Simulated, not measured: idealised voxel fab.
Process module, titled voxel wiring stack
260 nm wide, 5 nm square cells: that's cross-section cut.
Throughout this document, each cross-section is represented as a grid of square cells and is presented as a sequence of bands enumerated from the top downward, where a band comprises one or more rows of cells.
Read a band's entry like this: the first values are the height of its top and the height of its bottom in nm, and what follows is the sequence of materials from left to right, each with its width in nm. Note that "air" is empty space, and that a single material marked "all across" reaches across the band from edge to edge.
Measure heights from 0. That's the level where, below it, the as-received wafer is all one material. The lowest band is bottomless and extends downward; write it as in "0 nm and below".
Top row gets the first number, bottom row gets the second, and each row in between changes by the same step: that is how a band width like "30..40" works.
"changes: none" means the step left every cell of the cross-section as it was.
"Enclosed internal voids" enumerates empty spaces isolated from the top, with no open way to it, that contain at least 8 cells, giving each as width x height at distance from the left edge, all three in nm.
On a step's line, text after the settings is the simulator commenting on that step.
If you see "overlay nm" on a step's line and that step has a mask, it's telling you how far right of where it was planned the mask ended up; a negative number means it went left instead.

-- Planned process steps
1) op RECEIVE | material Si
2) op CONFORMAL_DEP | material SiO2 | thk nm 15
3) op CONFORMAL_DEP | material SiN | thk nm 5
4) op DIRECTIONAL_DEP | material SiO2 | thk nm 15
5) op PATTERN | tone open | mask id METAL_1 | material resist | width nm 30 | pitch nm 60 | thk nm 15 | overlay nm 0
6) op DIRECTIONAL_ETCH | etch materials SiO2 | depth nm 15
7) op DIRECTIONAL_ETCH | etch materials SiN | depth nm 5
8) op STRIP | etch materials resist
9) op CONFORMAL_DEP | material TiN | thk nm 5
10) op FILL_DEP | material W | thk nm 5
11) op CMP | height nm 35
12) op EPI | material Ru | thk nm 5
13) op FILL_DEP | material SiCN | thk nm 5
14) op DIRECTIONAL_DEP | material lowk | thk nm 30
15) op DIRECTIONAL_DEP | material aC | thk nm 10
16) op PATTERN | tone open | mask id METAL_2 | material resist | width nm 30 | pitch nm 60 | thk nm 25 | overlay nm 0
17) op DIRECTIONAL_ETCH | etch materials aC | depth nm 10
18) op STRIP | etch materials resist
19) op DIRECTIONAL_ETCH | etch materials lowk | depth nm 20
20) op STRIP | etch materials aC
21) op DIRECTIONAL_DEP | material aC | thk nm 15
22) op PATTERN | tone open | mask id METAL_2_HOLES | material resist | width nm 15 | pitch nm 120 | thk nm 30 | overlay nm -15
23) op DIRECTIONAL_ETCH | etch materials aC | depth nm 15
24) op STRIP | etch materials resist
25) op DIRECTIONAL_ETCH | etch materials lowk | depth nm 10
26) op DIRECTIONAL_ETCH | etch materials SiCN | depth nm 5
27) op STRIP | etch materials aC
28) op CONFORMAL_DEP | material TiN | thk nm 5
29) op FILL_DEP | material Cu | thk nm 5
30) op CMP | height nm 75
31) op CONFORMAL_DEP | material SiCN | thk nm 5
32) op DIRECTIONAL_DEP | material lowk | thk nm 15
33) op MASKED_ETCH | tone open | mask id PLUG_2 | width nm 15 | pitch nm 120 | etch materials lowk | depth nm 15 | overlay nm 0
34) op MASKED_ETCH | tone open | mask id PLUG_2 | width nm 15 | pitch nm 120 | etch materials SiCN | depth nm 5 | overlay nm 0
35) op EPI | material Ru | thk nm 10
36) op EPI | material Ru | thk nm 10
37) op DIRECTIONAL_DEP | material TiN | thk nm 5
38) op DIRECTIONAL_DEP | material Ru | thk nm 25
39) op MASKED_ETCH | tone cover | mask id METAL_3 | width nm 30 | pitch nm 60 | etch materials Ru | depth nm 25 | overlay nm 0
40) op MASKED_ETCH | tone cover | mask id METAL_3 | width nm 30 | pitch nm 60 | etch materials TiN | depth nm 5 | overlay nm 0
41) op CONFORMAL_DEP | material SiN | thk nm 5
42) op FILL_DEP | material SiO2 | thk nm 5
43) op CMP | height nm 125
44) op CONFORMAL_DEP | material SiN | thk nm 5
Every wafer here starts from the same state; it is the step 22 overlay nm that distinguishes them, and the value the plan gives belongs to the first wafer.

-- Cut through the first of several wafers as received, post step 1
0 nm and below | Si all across
Enclosed internal voids: none

-- Rows = wafers. At module end, each row lists per material the cells gained (+) or lost (-) since the wafer was received, then the closed voids
overlay nm -15, +42 Cu, +138 Ru, +126 SiCN, +150 SiN, +398 SiO2, +96 TiN, +36 W, +366 lowk, Enclosed internal voids: none
overlay nm -10, +40 Cu, +138 Ru, +124 SiCN, +150 SiN, +398 SiO2, +100 TiN, +36 W, +366 lowk, Enclosed internal voids: none
overlay nm -5, +38 Cu, +138 Ru, +122 SiCN, +150 SiN, +398 SiO2, +104 TiN, +36 W, +366 lowk, Enclosed internal voids: none
overlay nm 0, +42 Cu, +138 Ru, +120 SiCN, +150 SiN, +398 SiO2, +102 TiN, +36 W, +366 lowk, Enclosed internal voids: none
overlay nm 5, +42 Cu, +138 Ru, +120 SiCN, +150 SiN, +398 SiO2, +102 TiN, +36 W, +366 lowk, Enclosed internal voids: none
overlay nm 10, +42 Cu, +138 Ru, +120 SiCN, +150 SiN, +398 SiO2, +102 TiN, +36 W, +366 lowk, Enclosed internal voids: none
overlay nm 15, +42 Cu, +138 Ru, +120 SiCN, +150 SiN, +398 SiO2, +102 TiN, +36 W, +366 lowk, Enclosed internal voids: none
